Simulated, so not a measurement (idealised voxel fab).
process module | voxel released beams
cross-section cut | 250 nm wide | cells 5 nm
A cross-section is a grid of square cells, given in bands from the top down. A band is one or more rows of cells.
Each band's line starts with the height of the band's top and of its bottom, in nm. Then come its materials from left to right, each with its width in nm. One material with "throughout" fills the band from edge to edge. "air" is empty space.
Height 0 is the level under which the wafer as received is all one material. The lowest band goes on downwards, as in "0 down".
A width such as "30 to 40" changes by the same amount from each row of cells to the next, from the band's top row to its bottom row.
"no change" after a step means that no cell of the cross-section changed.
closed voids: empty space of 8 cells or more with no open way to the top, each as width x height at its distance from the left edge, in nm
after a step's settings: what the simulator itself notes on the step
overlay nm, on a step with a mask: how far to the right of its planned place the mask lay; to the left if negative
plan
1 op RECEIVE | material Si
2 op CONFORMAL_DEP | material Al2O3 | thk nm 10
3 op DIRECTIONAL_DEP | material SiO2 | thk nm 20
4 op DIRECTIONAL_DEP | material aC | thk nm 15
5 op PATTERN | tone open | mask id ANCHOR | material resist | width nm 30 | thk nm 35 | overlay nm 0
6 op DIRECTIONAL_ETCH | etch materials aC | depth nm 15
7 op STRIP | etch materials resist
8 op DIRECTIONAL_ETCH | etch materials SiO2 | depth nm 20
9 op STRIP | etch materials aC
10 op CONFORMAL_DEP | material W | thk nm 10
11 op DIRECTIONAL_DEP | material aC | thk nm 10
12 op PATTERN | tone cover | mask id BEAM | material resist | width nm 90 | thk nm 25 | overlay nm 0
13 op DIRECTIONAL_ETCH | etch materials aC | depth nm 10
14 op STRIP | etch materials resist
15 op DIRECTIONAL_ETCH | etch materials W | depth nm 10
16 op STRIP | etch materials aC
17 op STRIP | etch materials SiO2
first wafer, as planned
as received, after step 1
  0 down: Si throughout
  closed voids: none
after step 2
  10 to 0: Al2O3 throughout
  below 0: unchanged
after step 3
  30 to 10: SiO2 throughout
  below 10: unchanged
after step 4
  45 to 30: aC throughout
  below 30: unchanged
after step 5
  80 to 45: resist 80 | air 30 | resist 140
  below 45: unchanged
after step 6
  65 to 45: resist 80 | air 30 | resist 140
  45 to 30: aC 80 | air 30 | aC 140
  below 30: unchanged
after step 7
  45 to 30: aC 80 | air 30 | aC 140
  below 30: unchanged
after step 8
  45 to 30: aC 80 | air 30 | aC 140
  30 to 10: SiO2 80 | air 30 | SiO2 140
  below 10: unchanged
after step 9
  30 to 10: SiO2 80 | air 30 | SiO2 140
  below 10: unchanged
after step 10
  40 to 30: W 90 | air 10 | W 150
  30 to 20: SiO2 80 | W 10 | air 10 | W 10 | SiO2 140
  20 to 10: SiO2 80 | W 30 | SiO2 140
  below 10: unchanged
after step 11
  50 to 40: aC 90 | air 10 | aC 150
  40 to 30: W 90 | air 10 | W 150
  30 to 20: SiO2 80 | W 10 | aC 10 | W 10 | SiO2 140
  below 20: unchanged
after step 12
  75 to 50: air 75 | resist 90 | air 85
  50 to 40: aC 90 | resist 10 | aC 150
  40 to 30: W 90 | resist 10 | W 150
  below 30: unchanged
after step 13
  65 to 50: air 75 | resist 90 | air 85
  50 to 40: air 75 | aC 15 | resist 10 | aC 65 | air 85
  below 40: unchanged
after step 14
  50 to 40: air 75 | aC 15 | air 10 | aC 65 | air 85
  40 to 30: W 90 | air 10 | W 150
  below 30: unchanged
after step 15
  50 to 40: air 75 | aC 15 | air 10 | aC 65 | air 85
  40 to 30: air 75 | W 15 | air 10 | W 65 | air 85
  below 30: unchanged
after step 16
  40 to 30: air 75 | W 15 | air 10 | W 65 | air 85
  30 to 20: SiO2 80 | W 10 | air 10 | W 10 | SiO2 140
  below 20: unchanged
after step 17
  40 to 30: air 75 | W 15 | air 10 | W 65 | air 85
  30 to 20: air 80 | W 10 | air 10 | W 10 | air 140
  20 to 10: air 80 | W 30 | air 140
  below 10: unchanged
second wafer: like start, like plan, one mistake. Through step 2 it matches the first wafer
when step 3 should have ended
  20 to 10: SiO2 throughout
  below 10: unchanged
when step 4 should have ended
  35 to 20: aC throughout
  below 20: unchanged
when step 5 should have ended
  70 to 35: resist 80 | air 30 | resist 140
  below 35: unchanged
when step 6 should have ended
  55 to 35: resist 80 | air 30 | resist 140
  35 to 20: aC 80 | air 30 | aC 140
  below 20: unchanged
when step 7 should have ended
  35 to 20: aC 80 | air 30 | aC 140
  below 20: unchanged
when step 8 should have ended
  35 to 20: aC 80 | air 30 | aC 140
  20 to 10: SiO2 80 | air 30 | SiO2 140
  below 10: unchanged
when step 9 should have ended
  20 to 10: SiO2 80 | air 30 | SiO2 140
  below 10: unchanged
when step 10 should have ended
  30 to 20: W 90 | air 10 | W 150
  20 to 10: SiO2 80 | W 30 | SiO2 140
  below 10: unchanged
when step 11 should have ended
  40 to 30: aC 90 | air 10 | aC 150
  30 to 20: W 90 | aC 10 | W 150
  below 20: unchanged
when step 12 should have ended
  65 to 40: air 75 | resist 90 | air 85
  40 to 30: aC 90 | resist 10 | aC 150
  below 30: unchanged
when step 13 should have ended
  55 to 40: air 75 | resist 90 | air 85
  40 to 30: air 75 | aC 15 | resist 10 | aC 65 | air 85
  below 30: unchanged
when step 14 should have ended
  40 to 30: air 75 | aC 15 | air 10 | aC 65 | air 85
  below 30: unchanged
when step 15 should have ended
  40 to 30: air 75 | aC 15 | air 10 | aC 65 | air 85
  30 to 20: air 75 | W 15 | aC 10 | W 65 | air 85
  below 20: unchanged
when step 16 should have ended
  30 to 20: air 75 | W 15 | air 10 | W 65 | air 85
  below 20: unchanged
when step 17 should have ended
  30 to 20: air 75 | W 15 | air 10 | W 65 | air 85
  20 to 10: air 80 | W 30 | air 140
  below 10: unchanged
what went wrong: step 3 ran as: op DIRECTIONAL_DEP | material SiO2 | thk nm 10
at the end the second wafer has, in cells: 8 fewer of W
